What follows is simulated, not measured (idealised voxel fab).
Module name: voxel self aligned vias (process module)
Cross-section cut spans 290 nm and uses square cells 5 nm in size.
Just so we're on the same page, the cross-sections are grids of square cells, and they're listed out in bands top to bottom, each band one or more rows deep. Basically the band line says how high the top is and how high the bottom is, in nm, and then what's in it from left to right, every material with its width in nm. Empty space shows up as "blank", and if a single material carries "edge to edge" it runs the full band edge to edge. All heights in this document are referenced to 0, defined as the level beneath which the wafer, as received, consists entirely of one material. The lowest band is not bounded below; it extends indefinitely downward and is written in the form "top 0, no bottom". The notation "30..40" denotes a width that varies across the rows of cells in the band, beginning at the first number in the top row, finishing at the second number in the bottom row, and changing by an identical amount from each row to the next. "no change occurred" for a step: no cell of the cross-section changed in that step. The label "Closed cavity list" introduces a list of the empty spaces, 8 cells or larger, that have no open way up to the top; each entry in it reads width x height at distance, where the distance is taken from the left edge and all three are stated in nm. Read whatever lies past the settings on a step's line as the simulator's own remark about the step. overlay nm: step with mask; distance mask lay right of planned place; negative value = left of planned place. What follows is a series of pairs. Each pair shows a cross-section before one process step and the cross-section after it, and the after view is drawn only down to the lowest band that changed. Beneath each pair is the step that lies between the two, with its settings. Pairs may come from different runs of this module on the same starting wafer, so a pair continues from the one above it only where its entry headed "Before this step" says so.

[Before this step]
> top 75, bottom 70  Cu edge to edge
> top 70, bottom 65  TiN 65 nm | Cu 35 nm | TiN 25 nm | Cu 35 nm | TiN 25 nm | Cu 35 nm | TiN 70 nm
> top 65, bottom 55  lowk 60 nm | TiN 5 nm | Cu 35 nm | TiN 5 nm | lowk 15 nm | TiN 5 nm | Cu 35 nm | TiN 5 nm | lowk 15 nm | TiN 5 nm | Cu 35 nm | TiN 5 nm | lowk 65 nm
> top 55, bottom 50  lowk 60 nm | TiN 45 nm | lowk 15 nm | TiN 45 nm | lowk 15 nm | TiN 45 nm | lowk 65 nm
> top 50, bottom 45  SiCN edge to edge
> top 45, bottom 15  lowk edge to edge
> top 15, bottom 0  SiO2 edge to edge
> top 0, no bottom  Si edge to edge
> Closed cavity list: none

[Resulting Cross-Section]
> top 65, bottom 55  lowk 60 nm | TiN 5 nm | Cu 35 nm | TiN 5 nm | lowk 15 nm | TiN 5 nm | Cu 35 nm | TiN 5 nm | lowk 15 nm | TiN 5 nm | Cu 35 nm | TiN 5 nm | lowk 65 nm
> Anything lower than 55 is untouched.
> Closed cavity list: none
Intermediate step for the cross-sections above: CMP,height nm 65

Before this step: the wafer arrives at this step looking as the after cross-section in the pair just above shows it.

[Resulting Cross-Section]
> top 70, bottom 65  SiCN edge to edge
> Anything lower than 65 is untouched.
> Closed cavity list: none
Intermediate step for the cross-sections above: CONFORMAL_DEP,material SiCN,thk nm 5

[Before this step]
> top 0, no bottom  Si edge to edge
> Closed cavity list: none

[Resulting Cross-Section]
> top 5, bottom 0  SiO2 edge to edge
> Anything lower than 0 is untouched.
> Closed cavity list: none
Intermediate step for the cross-sections above: CONFORMAL_DEP,material SiO2,thk nm 5

Before this step: the wafer arrives at this step looking as the after cross-section in the pair just above shows it.

[Resulting Cross-Section]
> top 10, bottom 5  SiCN edge to edge
> Anything lower than 5 is untouched.
> Closed cavity list: none
Intermediate step for the cross-sections above: CONFORMAL_DEP,material SiCN,thk nm 5

Before this step: the wafer arrives at this step looking as the after cross-section in the pair just above shows it.

[Resulting Cross-Section]
> top 40, bottom 10  lowk edge to edge
> Anything lower than 10 is untouched.
> Closed cavity list: none
Intermediate step for the cross-sections above: DIRECTIONAL_DEP,material lowk,thk nm 30

Before this step: the wafer arrives at this step looking as the after cross-section in the pair just above shows it.

[Resulting Cross-Section]
> top 55, bottom 40  aC edge to edge
> Anything lower than 40 is untouched.
> Closed cavity list: none
Intermediate step for the cross-sections above: DIRECTIONAL_DEP,material aC,thk nm 15

Before this step: the wafer arrives at this step looking as the after cross-section in the pair just above shows it.

[Resulting Cross-Section]
> top 90, bottom 55  resist 70 nm | blank 25 nm | resist 35 nm | blank 25 nm | resist 35 nm | blank 25 nm | resist 75 nm
> Anything lower than 55 is untouched.
> Closed cavity list: none
Intermediate step for the cross-sections above: PATTERN,tone open,mask id LINES,material resist,width nm 25,pitch nm 60,thk nm 35,overlay nm 0

Before this step: the wafer arrives at this step looking as the after cross-section in the pair just above shows it.

[Resulting Cross-Section]
> top 75, bottom 55  resist 70 nm | blank 25 nm | resist 35 nm | blank 25 nm | resist 35 nm | blank 25 nm | resist 75 nm
> top 55, bottom 40  aC 70 nm | blank 25 nm | aC 35 nm | blank 25 nm | aC 35 nm | blank 25 nm | aC 75 nm
> Anything lower than 40 is untouched.
> Closed cavity list: none
Intermediate step for the cross-sections above: DIRECTIONAL_ETCH,etch materials aC,depth nm 15

Before this step: the wafer arrives at this step looking as the after cross-section in the pair just above shows it.

[Resulting Cross-Section]
> top 55, bottom 40  aC 70 nm | blank 25 nm | aC 35 nm | blank 25 nm | aC 35 nm | blank 25 nm | aC 75 nm
> Anything lower than 40 is untouched.
> Closed cavity list: none
Intermediate step for the cross-sections above: STRIP,etch materials resist

Before this step: the wafer arrives at this step looking as the after cross-section in the pair just above shows it.

[Resulting Cross-Section]
> top 55, bottom 40  aC 70 nm | blank 25 nm | aC 35 nm | blank 25 nm | aC 35 nm | blank 25 nm | aC 75 nm
> top 40, bottom 10  lowk 70 nm | blank 25 nm | lowk 35 nm | blank 25 nm | lowk 35 nm | blank 25 nm | lowk 75 nm
> Anything lower than 10 is untouched.
> Closed cavity list: none
Intermediate step for the cross-sections above: DIRECTIONAL_ETCH,etch materials lowk,depth nm 30

Before this step: the wafer arrives at this step looking as the after cross-section in the pair just above shows it.

[Resulting Cross-Section]
> top 40, bottom 10  lowk 70 nm | blank 25 nm | lowk 35 nm | blank 25 nm | lowk 35 nm | blank 25 nm | lowk 75 nm
> Anything lower than 10 is untouched.
> Closed cavity list: none
Intermediate step for the cross-sections above: STRIP,etch materials aC

Before this step: the wafer arrives at this step looking as the after cross-section in the pair just above shows it.

[Resulting Cross-Section]
> top 45, bottom 40  TiN 75 nm | blank 15 nm | TiN 45 nm | blank 15 nm | TiN 45 nm | blank 15 nm | TiN 80 nm
> top 40, bottom 15  lowk 70 nm | TiN 5 nm | blank 15 nm | TiN 5 nm | lowk 35 nm | TiN 5 nm | blank 15 nm | TiN 5 nm | lowk 35 nm | TiN 5 nm | blank 15 nm | TiN 5 nm | lowk 75 nm
> top 15, bottom 10  lowk 70 nm | TiN 25 nm | lowk 35 nm | TiN 25 nm | lowk 35 nm | TiN 25 nm | lowk 75 nm
> Anything lower than 10 is untouched.
> Closed cavity list: none
Intermediate step for the cross-sections above: CONFORMAL_DEP,material TiN,thk nm 5

Before this step: the wafer arrives at this step looking as the after cross-section in the pair just above shows it.

[Resulting Cross-Section]
> top 55, bottom 45  W edge to edge
> top 45, bottom 40  TiN 75 nm | W 15 nm | TiN 45 nm | W 15 nm | TiN 45 nm | W 15 nm | TiN 80 nm
> top 40, bottom 15  lowk 70 nm | TiN 5 nm | W 15 nm | TiN 5 nm | lowk 35 nm | TiN 5 nm | W 15 nm | TiN 5 nm | lowk 35 nm | TiN 5 nm | W 15 nm | TiN 5 nm | lowk 75 nm
> Anything lower than 15 is untouched.
> Closed cavity list: none
Intermediate step for the cross-sections above: FILL_DEP,material W,thk nm 10

Before this step: the wafer arrives at this step looking as the after cross-section in the pair just above shows it.

[Resulting Cross-Section]
> top 50, bottom 45  W edge to edge
> Anything lower than 45 is untouched.
> Closed cavity list: none
Intermediate step for the cross-sections above: CMP,height nm 50

Before this step: the wafer arrives at this step looking as the after cross-section in the pair just above shows it.

[Resulting Cross-Section]
> top 45, bottom 40  TiN 75 nm | W 15 nm | TiN 45 nm | W 15 nm | TiN 45 nm | W 15 nm | TiN 80 nm
> Anything lower than 40 is untouched.
> Closed cavity list: none
Intermediate step for the cross-sections above: SELECTIVE_ETCH,etch materials W Ru TiN,depth nm 5

Before this step: the wafer arrives at this step looking as the after cross-section in the pair just above shows it.

[Resulting Cross-Section]
> top 55, bottom 45  SiN edge to edge
> Anything lower than 45 is untouched.
> Closed cavity list: none
Intermediate step for the cross-sections above: FILL_DEP,material SiN,thk nm 10

Before this step: the wafer arrives at this step looking as the after cross-section in the pair just above shows it.

[Resulting Cross-Section]
> top 50, bottom 45  SiN edge to edge
> Anything lower than 45 is untouched.
> Closed cavity list: none
Intermediate step for the cross-sections above: CMP,height nm 50

Before this step: the wafer arrives at this step looking as the after cross-section in the pair just above shows it.

[Resulting Cross-Section]
> top 65, bottom 50  lowk edge to edge
> Anything lower than 50 is untouched.
> Closed cavity list: none
Intermediate step for the cross-sections above: DIRECTIONAL_DEP,material lowk,thk nm 15

Before this step: the wafer arrives at this step looking as the after cross-section in the pair just above shows it.

[Resulting Cross-Section]
> top 65, bottom 50  lowk 60 nm | blank 45 nm | lowk 15 nm | blank 45 nm | lowk 15 nm | blank 45 nm | lowk 65 nm
> Anything lower than 50 is untouched.
> Closed cavity list: none
Intermediate step for the cross-sections above: MASKED_ETCH,tone open,mask id VIAS,width nm 45,pitch nm 60,etch materials lowk,depth nm 15,overlay nm 0

Before this step: the wafer arrives at this step looking as the after cross-section in the pair just above shows it.

[Resulting Cross-Section]
> top 65, bottom 50  lowk 60 nm | blank 45 nm | lowk 15 nm | blank 45 nm | lowk 15 nm | blank 45 nm | lowk 65 nm
> top 50, bottom 45  SiN 60 nm | blank 45 nm | SiN 15 nm | blank 45 nm | SiN 15 nm | blank 45 nm | SiN 65 nm
> Anything lower than 45 is untouched.
> Closed cavity list: none
Intermediate step for the cross-sections above: MASKED_ETCH,tone open,mask id VIAS,width nm 45,pitch nm 60,etch materials SiN,depth nm 5,overlay nm 0

Before this step: the wafer arrives at this step looking as the after cross-section in the pair just above shows it.

[Resulting Cross-Section]
> top 70, bottom 65  TiN 65 nm | blank 35 nm | TiN 25 nm | blank 35 nm | TiN 25 nm | blank 35 nm | TiN 70 nm
> top 65, bottom 50  lowk 60 nm | TiN 5 nm | blank 35 nm | TiN 5 nm | lowk 15 nm | TiN 5 nm | blank 35 nm | TiN 5 nm | lowk 15 nm | TiN 5 nm | blank 35 nm | TiN 5 nm | lowk 65 nm
> top 50, bottom 45  SiN 60 nm | TiN 45 nm | SiN 15 nm | TiN 45 nm | SiN 15 nm | TiN 45 nm | SiN 65 nm
> Anything lower than 45 is untouched.
> Closed cavity list: none
Intermediate step for the cross-sections above: CONFORMAL_DEP,material TiN,thk nm 5

Before this step: the wafer arrives at this step looking as the after cross-section in the pair just above shows it.

[Resulting Cross-Section]
> top 75, bottom 70  Cu edge to edge
> top 70, bottom 65  TiN 65 nm | Cu 35 nm | TiN 25 nm | Cu 35 nm | TiN 25 nm | Cu 35 nm | TiN 70 nm
> top 65, bottom 50  lowk 60 nm | TiN 5 nm | Cu 35 nm | TiN 5 nm | lowk 15 nm | TiN 5 nm | Cu 35 nm | TiN 5 nm | lowk 15 nm | TiN 5 nm | Cu 35 nm | TiN 5 nm | lowk 65 nm
> Anything lower than 50 is untouched.
> Closed cavity list: none
Intermediate step for the cross-sections above: FILL_DEP,material Cu,thk nm 5

Before this step: the wafer arrives at this step looking as the after cross-section in the pair just above shows it.

[Resulting Cross-Section]
> top 65, bottom 50  lowk 60 nm | TiN 5 nm | Cu 35 nm | TiN 5 nm | lowk 15 nm | TiN 5 nm | Cu 35 nm | TiN 5 nm | lowk 15 nm | TiN 5 nm | Cu 35 nm | TiN 5 nm | lowk 65 nm
> Anything lower than 50 is untouched.
> Closed cavity list: none
Intermediate step for the cross-sections above: CMP,height nm 65

Before this step: the wafer arrives at this step looking as the after cross-section in the pair just above shows it.

[Resulting Cross-Section]
> top 70, bottom 65  SiCN edge to edge
> Anything lower than 65 is untouched.
> Closed cavity list: none
Intermediate step for the cross-sections above: CONFORMAL_DEP,material SiCN,thk nm 5

[Before this step]
> top 65, bottom 50  aC edge to edge
> top 50, bottom 20  lowk edge to edge
> top 20, bottom 15  SiCN edge to edge
> top 15, bottom 0  SiO2 edge to edge
> top 0, no bottom  Si edge to edge
> Closed cavity list: none

[Resulting Cross-Section]
> top 100, bottom 65  resist 70 nm | blank 30 nm | resist 30 nm | blank 30 nm | resist 30 nm | blank 30 nm | resist 70 nm
> Anything lower than 65 is untouched.
> Closed cavity list: none
Intermediate step for the cross-sections above: PATTERN,tone open,mask id LINES,material resist,width nm 30,pitch nm 60,thk nm 35,overlay nm 0

Before this step: the wafer arrives at this step looking as the after cross-section in the pair just above shows it.

[Resulting Cross-Section]
> top 85, bottom 65  resist 70 nm | blank 30 nm | resist 30 nm | blank 30 nm | resist 30 nm | blank 30 nm | resist 70 nm
> top 65, bottom 50  aC 70 nm | blank 30 nm | aC 30 nm | blank 30 nm | aC 30 nm | blank 30 nm | aC 70 nm
> Anything lower than 50 is untouched.
> Closed cavity list: none
Intermediate step for the cross-sections above: DIRECTIONAL_ETCH,etch materials aC,depth nm 15

Before this step: the wafer arrives at this step looking as the after cross-section in the pair just above shows it.

[Resulting Cross-Section]
> top 65, bottom 50  aC 70 nm | blank 30 nm | aC 30 nm | blank 30 nm | aC 30 nm | blank 30 nm | aC 70 nm
> Anything lower than 50 is untouched.
> Closed cavity list: none
Intermediate step for the cross-sections above: STRIP,etch materials resist

Before this step: the wafer arrives at this step looking as the after cross-section in the pair just above shows it.

[Resulting Cross-Section]
> top 65, bottom 50  aC 70 nm | blank 30 nm | aC 30 nm | blank 30 nm | aC 30 nm | blank 30 nm | aC 70 nm
> top 50, bottom 20  lowk 70 nm | blank 30 nm | lowk 30 nm | blank 30 nm | lowk 30 nm | blank 30 nm | lowk 70 nm
> Anything lower than 20 is untouched.
> Closed cavity list: none
Intermediate step for the cross-sections above: DIRECTIONAL_ETCH,etch materials lowk,depth nm 30

Before this step: the wafer arrives at this step looking as the after cross-section in the pair just above shows it.

[Resulting Cross-Section]
> top 50, bottom 20  lowk 70 nm | blank 30 nm | lowk 30 nm | blank 30 nm | lowk 30 nm | blank 30 nm | lowk 70 nm
> Anything lower than 20 is untouched.
> Closed cavity list: none
Intermediate step for the cross-sections above: STRIP,etch materials aC

Before this step: the wafer arrives at this step looking as the after cross-section in the pair just above shows it.

[Resulting Cross-Section]
> top 55, bottom 50  TiN 75 nm | blank 20 nm | TiN 40 nm | blank 20 nm | TiN 40 nm | blank 20 nm | TiN 75 nm
> top 50, bottom 25  lowk 70 nm | TiN 5 nm | blank 20 nm | TiN 5 nm | lowk 30 nm | TiN 5 nm | blank 20 nm | TiN 5 nm | lowk 30 nm | TiN 5 nm | blank 20 nm | TiN 5 nm | lowk 70 nm
> top 25, bottom 20  lowk 70 nm | TiN 30 nm | lowk 30 nm | TiN 30 nm | lowk 30 nm | TiN 30 nm | lowk 70 nm
> Anything lower than 20 is untouched.
> Closed cavity list: none
Intermediate step for the cross-sections above: CONFORMAL_DEP,material TiN,thk nm 5

Before this step: the wafer arrives at this step looking as the after cross-section in the pair just above shows it.

[Resulting Cross-Section]
> top 65, bottom 55  W edge to edge
> top 55, bottom 50  TiN 75 nm | W 20 nm | TiN 40 nm | W 20 nm | TiN 40 nm | W 20 nm | TiN 75 nm
> top 50, bottom 25  lowk 70 nm | TiN 5 nm | W 20 nm | TiN 5 nm | lowk 30 nm | TiN 5 nm | W 20 nm | TiN 5 nm | lowk 30 nm | TiN 5 nm | W 20 nm | TiN 5 nm | lowk 70 nm
> Anything lower than 25 is untouched.
> Closed cavity list: none
Intermediate step for the cross-sections above: FILL_DEP,material W,thk nm 10

Before this step: the wafer arrives at this step looking as the after cross-section in the pair just above shows it.

[Resulting Cross-Section]
> top 50, bottom 25  lowk 70 nm | TiN 5 nm | W 20 nm | TiN 5 nm | lowk 30 nm | TiN 5 nm | W 20 nm | TiN 5 nm | lowk 30 nm | TiN 5 nm | W 20 nm | TiN 5 nm | lowk 70 nm
> Anything lower than 25 is untouched.
> Closed cavity list: none
Intermediate step for the cross-sections above: CMP,height nm 50

Before this step: the wafer arrives at this step looking as the after cross-section in the pair just above shows it.

[Resulting Cross-Section]
> top 50, bottom 45  lowk 70 nm | blank 30 nm | lowk 30 nm | blank 30 nm | lowk 30 nm | blank 30 nm | lowk 70 nm
> Anything lower than 45 is untouched.
> Closed cavity list: none
Intermediate step for the cross-sections above: SELECTIVE_ETCH,etch materials W Ru TiN,depth nm 5

Before this step: the wafer arrives at this step looking as the after cross-section in the pair just above shows it.

[Resulting Cross-Section]
> top 60, bottom 50  SiN edge to edge
> top 50, bottom 45  lowk 70 nm | SiN 30 nm | lowk 30 nm | SiN 30 nm | lowk 30 nm | SiN 30 nm | lowk 70 nm
> Anything lower than 45 is untouched.
> Closed cavity list: none
Intermediate step for the cross-sections above: FILL_DEP,material SiN,thk nm 10

Before this step: the wafer arrives at this step looking as the after cross-section in the pair just above shows it.

[Resulting Cross-Section]
> top 50, bottom 45  lowk 70 nm | SiN 30 nm | lowk 30 nm | SiN 30 nm | lowk 30 nm | SiN 30 nm | lowk 70 nm
> Anything lower than 45 is untouched.
> Closed cavity list: none
Intermediate step for the cross-sections above: CMP,height nm 50

Before this step: the wafer arrives at this step looking as the after cross-section in the pair just above shows it.

[Resulting Cross-Section]
> top 65, bottom 50  lowk edge to edge
> Anything lower than 50 is untouched.
> Closed cavity list: none
Intermediate step for the cross-sections above: DIRECTIONAL_DEP,material lowk,thk nm 15

Before this step: the wafer arrives at this step looking as the after cross-section in the pair just above shows it.

[Resulting Cross-Section]
> top 65, bottom 50  lowk 60 nm | blank 45 nm | lowk 15 nm | blank 45 nm | lowk 15 nm | blank 45 nm | lowk 65 nm
> Anything lower than 50 is untouched.
> Closed cavity list: none
Intermediate step for the cross-sections above: MASKED_ETCH,tone open,mask id VIAS,width nm 45,pitch nm 60,etch materials lowk,depth nm 15,overlay nm 0

Before this step: the wafer arrives at this step looking as the after cross-section in the pair just above shows it.

[Resulting Cross-Section]
> top 65, bottom 50  lowk 60 nm | blank 45 nm | lowk 15 nm | blank 45 nm | lowk 15 nm | blank 45 nm | lowk 65 nm
> top 50, bottom 45  lowk 70 nm | blank 30 nm | lowk 30 nm | blank 30 nm | lowk 30 nm | blank 30 nm | lowk 70 nm
> Anything lower than 45 is untouched.
> Closed cavity list: none
Intermediate step for the cross-sections above: MASKED_ETCH,tone open,mask id VIAS,width nm 45,pitch nm 60,etch materials SiN,depth nm 5,overlay nm 0

Before this step: the wafer arrives at this step looking as the after cross-section in the pair just above shows it.

[Resulting Cross-Section]
> top 70, bottom 65  TiN 65 nm | blank 35 nm | TiN 25 nm | blank 35 nm | TiN 25 nm | blank 35 nm | TiN 70 nm
> top 65, bottom 55  lowk 60 nm | TiN 5 nm | blank 35 nm | TiN 5 nm | lowk 15 nm | TiN 5 nm | blank 35 nm | TiN 5 nm | lowk 15 nm | TiN 5 nm | blank 35 nm | TiN 5 nm | lowk 65 nm
> top 55, bottom 50  lowk 60 nm | TiN 15 nm | blank 20 nm | TiN 10 nm | lowk 15 nm | TiN 15 nm | blank 20 nm | TiN 10 nm | lowk 15 nm | TiN 15 nm | blank 20 nm | TiN 10 nm | lowk 65 nm
> top 50, bottom 45  lowk 70 nm | TiN 30 nm | lowk 30 nm | TiN 30 nm | lowk 30 nm | TiN 30 nm | lowk 70 nm
> Anything lower than 45 is untouched.
> Closed cavity list: none
Intermediate step for the cross-sections above: CONFORMAL_DEP,material TiN,thk nm 5

Before this step: the wafer arrives at this step looking as the after cross-section in the pair just above shows it.

[Resulting Cross-Section]
> top 75, bottom 70  Cu edge to edge
> top 70, bottom 65  TiN 65 nm | Cu 35 nm | TiN 25 nm | Cu 35 nm | TiN 25 nm | Cu 35 nm | TiN 70 nm
> top 65, bottom 55  lowk 60 nm | TiN 5 nm | Cu 35 nm | TiN 5 nm | lowk 15 nm | TiN 5 nm | Cu 35 nm | TiN 5 nm | lowk 15 nm | TiN 5 nm | Cu 35 nm | TiN 5 nm | lowk 65 nm
> top 55, bottom 50  lowk 60 nm | TiN 15 nm | Cu 20 nm | TiN 10 nm | lowk 15 nm | TiN 15 nm | Cu 20 nm | TiN 10 nm | lowk 15 nm | TiN 15 nm | Cu 20 nm | TiN 10 nm | lowk 65 nm
> Anything lower than 50 is untouched.
> Closed cavity list: none
Intermediate step for the cross-sections above: FILL_DEP,material Cu,thk nm 5

Before this step: the wafer arrives at this step looking as the after cross-section in the pair just above shows it.

[Resulting Cross-Section]
> top 65, bottom 55  lowk 60 nm | TiN 5 nm | Cu 35 nm | TiN 5 nm | lowk 15 nm | TiN 5 nm | Cu 35 nm | TiN 5 nm | lowk 15 nm | TiN 5 nm | Cu 35 nm | TiN 5 nm | lowk 65 nm
> Anything lower than 55 is untouched.
> Closed cavity list: none
Intermediate step for the cross-sections above: CMP,height nm 65

Before this step: the wafer arrives at this step looking as the after cross-section in the pair just above shows it.

[Resulting Cross-Section]
> top 70, bottom 65  SiCN edge to edge
> Anything lower than 65 is untouched.
> Closed cavity list: none
Intermediate step for the cross-sections above: CONFORMAL_DEP,material SiCN,thk nm 5

[Before this step]
> top 65, bottom 50  aC edge to edge
> top 50, bottom 20  lowk edge to edge
> top 20, bottom 15  SiCN edge to edge
> top 15, bottom 0  SiO2 edge to edge
> top 0, no bottom  Si edge to edge
> Closed cavity list: none

[Resulting Cross-Section]
> top 100, bottom 65  resist 65 nm | blank 25 nm | resist 35 nm | blank 25 nm | resist 35 nm | blank 25 nm | resist 80 nm
> Anything lower than 65 is untouched.
> Closed cavity list: none
Intermediate step for the cross-sections above: PATTERN,tone open,mask id LINES,material resist,width nm 25,pitch nm 60,thk nm 35,overlay nm -5

Before this step: the wafer arrives at this step looking as the after cross-section in the pair just above shows it.

[Resulting Cross-Section]
> top 85, bottom 65  resist 65 nm | blank 25 nm | resist 35 nm | blank 25 nm | resist 35 nm | blank 25 nm | resist 80 nm
> top 65, bottom 50  aC 65 nm | blank 25 nm | aC 35 nm | blank 25 nm | aC 35 nm | blank 25 nm | aC 80 nm
> Anything lower than 50 is untouched.
> Closed cavity list: none
Intermediate step for the cross-sections above: DIRECTIONAL_ETCH,etch materials aC,depth nm 15

Before this step: the wafer arrives at this step looking as the after cross-section in the pair just above shows it.

[Resulting Cross-Section]
> top 65, bottom 50  aC 65 nm | blank 25 nm | aC 35 nm | blank 25 nm | aC 35 nm | blank 25 nm | aC 80 nm
> Anything lower than 50 is untouched.
> Closed cavity list: none
Intermediate step for the cross-sections above: STRIP,etch materials resist

Before this step: the wafer arrives at this step looking as the after cross-section in the pair just above shows it.

[Resulting Cross-Section]
> top 65, bottom 50  aC 65 nm | blank 25 nm | aC 35 nm | blank 25 nm | aC 35 nm | blank 25 nm | aC 80 nm
> top 50, bottom 20  lowk 65 nm | blank 25 nm | lowk 35 nm | blank 25 nm | lowk 35 nm | blank 25 nm | lowk 80 nm
> Anything lower than 20 is untouched.
> Closed cavity list: none
Intermediate step for the cross-sections above: DIRECTIONAL_ETCH,etch materials lowk,depth nm 30

Before this step: the wafer arrives at this step looking as the after cross-section in the pair just above shows it.

[Resulting Cross-Section]
> top 50, bottom 20  lowk 65 nm | blank 25 nm | lowk 35 nm | blank 25 nm | lowk 35 nm | blank 25 nm | lowk 80 nm
> Anything lower than 20 is untouched.
> Closed cavity list: none
Intermediate step for the cross-sections above: STRIP,etch materials aC

Before this step: the wafer arrives at this step looking as the after cross-section in the pair just above shows it.

[Resulting Cross-Section]
> top 55, bottom 50  TiN 70 nm | blank 15 nm | TiN 45 nm | blank 15 nm | TiN 45 nm | blank 15 nm | TiN 85 nm
> top 50, bottom 25  lowk 65 nm | TiN 5 nm | blank 15 nm | TiN 5 nm | lowk 35 nm | TiN 5 nm | blank 15 nm | TiN 5 nm | lowk 35 nm | TiN 5 nm | blank 15 nm | TiN 5 nm | lowk 80 nm
> top 25, bottom 20  lowk 65 nm | TiN 25 nm | lowk 35 nm | TiN 25 nm | lowk 35 nm | TiN 25 nm | lowk 80 nm
> Anything lower than 20 is untouched.
> Closed cavity list: none
Intermediate step for the cross-sections above: CONFORMAL_DEP,material TiN,thk nm 5

Before this step: the wafer arrives at this step looking as the after cross-section in the pair just above shows it.

[Resulting Cross-Section]
> top 65, bottom 55  W edge to edge
> top 55, bottom 50  TiN 70 nm | W 15 nm | TiN 45 nm | W 15 nm | TiN 45 nm | W 15 nm | TiN 85 nm
> top 50, bottom 25  lowk 65 nm | TiN 5 nm | W 15 nm | TiN 5 nm | lowk 35 nm | TiN 5 nm | W 15 nm | TiN 5 nm | lowk 35 nm | TiN 5 nm | W 15 nm | TiN 5 nm | lowk 80 nm
> Anything lower than 25 is untouched.
> Closed cavity list: none
Intermediate step for the cross-sections above: FILL_DEP,material W,thk nm 10

Before this step: the wafer arrives at this step looking as the after cross-section in the pair just above shows it.

[Resulting Cross-Section]
> top 50, bottom 25  lowk 65 nm | TiN 5 nm | W 15 nm | TiN 5 nm | lowk 35 nm | TiN 5 nm | W 15 nm | TiN 5 nm | lowk 35 nm | TiN 5 nm | W 15 nm | TiN 5 nm | lowk 80 nm
> Anything lower than 25 is untouched.
> Closed cavity list: none
Intermediate step for the cross-sections above: CMP,height nm 50

Before this step: the wafer arrives at this step looking as the after cross-section in the pair just above shows it.

[Resulting Cross-Section]
> top 50, bottom 45  lowk 65 nm | blank 25 nm | lowk 35 nm | blank 25 nm | lowk 35 nm | blank 25 nm | lowk 80 nm
> Anything lower than 45 is untouched.
> Closed cavity list: none
Intermediate step for the cross-sections above: SELECTIVE_ETCH,etch materials W Ru TiN,depth nm 5

Before this step: the wafer arrives at this step looking as the after cross-section in the pair just above shows it.

[Resulting Cross-Section]
> top 60, bottom 50  SiN edge to edge
> top 50, bottom 45  lowk 65 nm | SiN 25 nm | lowk 35 nm | SiN 25 nm | lowk 35 nm | SiN 25 nm | lowk 80 nm
> Anything lower than 45 is untouched.
> Closed cavity list: none
Intermediate step for the cross-sections above: FILL_DEP,material SiN,thk nm 10

Before this step: the wafer arrives at this step looking as the after cross-section in the pair just above shows it.

[Resulting Cross-Section]
> top 50, bottom 45  lowk 65 nm | SiN 25 nm | lowk 35 nm | SiN 25 nm | lowk 35 nm | SiN 25 nm | lowk 80 nm
> Anything lower than 45 is untouched.
> Closed cavity list: none
Intermediate step for the cross-sections above: CMP,height nm 50

Before this step: the wafer arrives at this step looking as the after cross-section in the pair just above shows it.

[Resulting Cross-Section]
> top 65, bottom 50  lowk edge to edge
> Anything lower than 50 is untouched.
> Closed cavity list: none
Intermediate step for the cross-sections above: DIRECTIONAL_DEP,material lowk,thk nm 15

Before this step: the wafer arrives at this step looking as the after cross-section in the pair just above shows it.

[Resulting Cross-Section]
> top 65, bottom 50  lowk 60 nm | blank 45 nm | lowk 15 nm | blank 45 nm | lowk 15 nm | blank 45 nm | lowk 65 nm
> Anything lower than 50 is untouched.
> Closed cavity list: none
Intermediate step for the cross-sections above: MASKED_ETCH,tone open,mask id VIAS,width nm 45,pitch nm 60,etch materials lowk,depth nm 15,overlay nm 0

Before this step: the wafer arrives at this step looking as the after cross-section in the pair just above shows it.

[Resulting Cross-Section]
> top 65, bottom 50  lowk 60 nm | blank 45 nm | lowk 15 nm | blank 45 nm | lowk 15 nm | blank 45 nm | lowk 65 nm
> top 50, bottom 45  lowk 65 nm | blank 25 nm | lowk 35 nm | blank 25 nm | lowk 35 nm | blank 25 nm | lowk 80 nm
> Anything lower than 45 is untouched.
> Closed cavity list: none
Intermediate step for the cross-sections above: MASKED_ETCH,tone open,mask id VIAS,width nm 45,pitch nm 60,etch materials SiN,depth nm 5,overlay nm 0

Before this step: the wafer arrives at this step looking as the after cross-section in the pair just above shows it.

[Resulting Cross-Section]
> top 70, bottom 65  TiN 65 nm | blank 35 nm | TiN 25 nm | blank 35 nm | TiN 25 nm | blank 35 nm | TiN 70 nm
> top 65, bottom 55  lowk 60 nm | TiN 5 nm | blank 35 nm | TiN 5 nm | lowk 15 nm | TiN 5 nm | blank 35 nm | TiN 5 nm | lowk 15 nm | TiN 5 nm | blank 35 nm | TiN 5 nm | lowk 65 nm
> top 55, bottom 50  lowk 60 nm | TiN 10 nm | blank 15 nm | TiN 20 nm | lowk 15 nm | TiN 10 nm | blank 15 nm | TiN 20 nm | lowk 15 nm | TiN 10 nm | blank 15 nm | TiN 20 nm | lowk 65 nm
> top 50, bottom 45  lowk 65 nm | TiN 25 nm | lowk 35 nm | TiN 25 nm | lowk 35 nm | TiN 25 nm | lowk 80 nm
> Anything lower than 45 is untouched.
> Closed cavity list: none
Intermediate step for the cross-sections above: CONFORMAL_DEP,material TiN,thk nm 5

Before this step: the wafer arrives at this step looking as the after cross-section in the pair just above shows it.

[Resulting Cross-Section]
> top 75, bottom 70  Cu edge to edge
> top 70, bottom 65  TiN 65 nm | Cu 35 nm | TiN 25 nm | Cu 35 nm | TiN 25 nm | Cu 35 nm | TiN 70 nm
> top 65, bottom 55  lowk 60 nm | TiN 5 nm | Cu 35 nm | TiN 5 nm | lowk 15 nm | TiN 5 nm | Cu 35 nm | TiN 5 nm | lowk 15 nm | TiN 5 nm | Cu 35 nm | TiN 5 nm | lowk 65 nm
> top 55, bottom 50  lowk 60 nm | TiN 10 nm | Cu 15 nm | TiN 20 nm | lowk 15 nm | TiN 10 nm | Cu 15 nm | TiN 20 nm | lowk 15 nm | TiN 10 nm | Cu 15 nm | TiN 20 nm | lowk 65 nm
> Anything lower than 50 is untouched.
> Closed cavity list: none
Intermediate step for the cross-sections above: FILL_DEP,material Cu,thk nm 5

Before this step: the wafer arrives at this step looking as the after cross-section in the pair just above shows it.

[Resulting Cross-Section]
> top 65, bottom 55  lowk 60 nm | TiN 5 nm | Cu 35 nm | TiN 5 nm | lowk 15 nm | TiN 5 nm | Cu 35 nm | TiN 5 nm | lowk 15 nm | TiN 5 nm | Cu 35 nm | TiN 5 nm | lowk 65 nm
> Anything lower than 55 is untouched.
> Closed cavity list: none
Intermediate step for the cross-sections above: CMP,height nm 65

Before this step: the wafer arrives at this step looking as the after cross-section in the pair just above shows it.

[Resulting Cross-Section]
> top 70, bottom 65  SiCN edge to edge
> Anything lower than 65 is untouched.
> Closed cavity list: none
Intermediate step for the cross-sections above: CONFORMAL_DEP,material SiCN,thk nm 5
